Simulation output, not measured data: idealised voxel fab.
Process module in this document: voxel quadruple lines
Cross-section cut spans 175 nm and uses square cells 5 nm in size.
Cross-section spec: square-cell grid; bands listed top down; each band is one or more rows.
A band entry consists of two parts. The first gives the height of the band's top and the height of its bottom, in nm. The rest lists the band's materials from left to right, each with its width in nm. A single material labelled with the word "edge to edge" fills the band from edge to edge, and the word "blank" marks empty space.
Basically, 0 is our baseline, since under it the wafer straight out of the box is all one material. The bottom band has no lower end and keeps on going down, so it looks like "0..down".
A width given as "30..40" starts at the first number in the band's top row and ends at the second number in its bottom row, shifting by an equal amount at every step from row to row.
"stayed the same" for a step: no cell of the cross-section changed in that step.
"Sealed void list" specifies each empty space that is not open to the top and that occupies no fewer than 8 cells, using the form width x height at distance, the distance measured from the left edge and all three quantities in nm.
The remark found on a step's line after its settings is issued by the simulator itself and pertains to that step.
If you see "overlay nm" on a step's line and that step has a mask, it's telling you how far right of where it was planned the mask ended up; a negative number means it went left instead.

This section lists the process steps that were planned
- 1: RECEIVE [material Si]
- 2: CONFORMAL_DEP [material SiO2] [thk nm 10]
- 3: DIRECTIONAL_DEP [material TiN] [thk nm 15]
- 4: DIRECTIONAL_DEP [material polySi] [thk nm 20]
- 5: DIRECTIONAL_DEP [material aC] [thk nm 25]
- 6: PATTERN [tone cover] [mask id MANDREL] [material resist] [width nm 25] [pitch nm 80] [thk nm 30] [overlay nm 0]
- 7: DIRECTIONAL_ETCH [etch materials aC] [depth nm 25]
- 8: STRIP [etch materials resist]
- 9: CONFORMAL_DEP [material SiO2] [thk nm 15]
- 10: DIRECTIONAL_ETCH [etch materials SiO2] [depth nm 15]
- 11: STRIP [etch materials aC]
- 12: DIRECTIONAL_ETCH [etch materials polySi] [depth nm 20]
- 13: STRIP [etch materials SiO2]
- 14: CONFORMAL_DEP [material SiN] [thk nm 5]
- 15: DIRECTIONAL_ETCH [etch materials SiN] [depth nm 5]
- 16: STRIP [etch materials polySi]
- 17: DIRECTIONAL_ETCH [etch materials TiN] [depth nm 15]
- 18: STRIP [etch materials SiN]
- 19: FILL_DEP [material lowk] [thk nm 10]
- 20: CMP [height nm 25]

Cross-section of the wafer at receipt, which is the condition after step 1
* 0..down: Si edge to edge
* Sealed void list: none

First wafer of two, sectioned at end of module; run went per plan
* 25..10: lowk 15; TiN 5; lowk 15; TiN 5; lowk 15; TiN 5; lowk 15; TiN 5; lowk 15; TiN 5; lowk 15; TiN 5; lowk 15; TiN 5; lowk 15; TiN 5; lowk 15
* 10..0: SiO2 edge to edge
* 0..down: Si edge to edge
* Sealed void list: none

This is the second of the two wafers, cross-sectioned at the end of the module; it started exactly like the first and was given the same plan, but it was run with one mistake
* 25..20: lowk edge to edge
* 20..10: lowk 15; TiN 5; lowk 15; TiN 5; lowk 15; TiN 5; lowk 15; TiN 5; lowk 15; TiN 5; lowk 15; TiN 5; lowk 15; TiN 5; lowk 15; TiN 5; lowk 15
* 10..0: SiO2 edge to edge
* 0..down: Si edge to edge
* Sealed void list: none
Heads up, the wafer didn't run the way we planned it: step 3: run off-plan, actual operation and settings DIRECTIONAL_DEP [material TiN] [thk nm 10]
Heads up, by the end the second wafer has more or fewer cells of some materials compared to the first: TiN: 8 fewer; lowk: 8 more
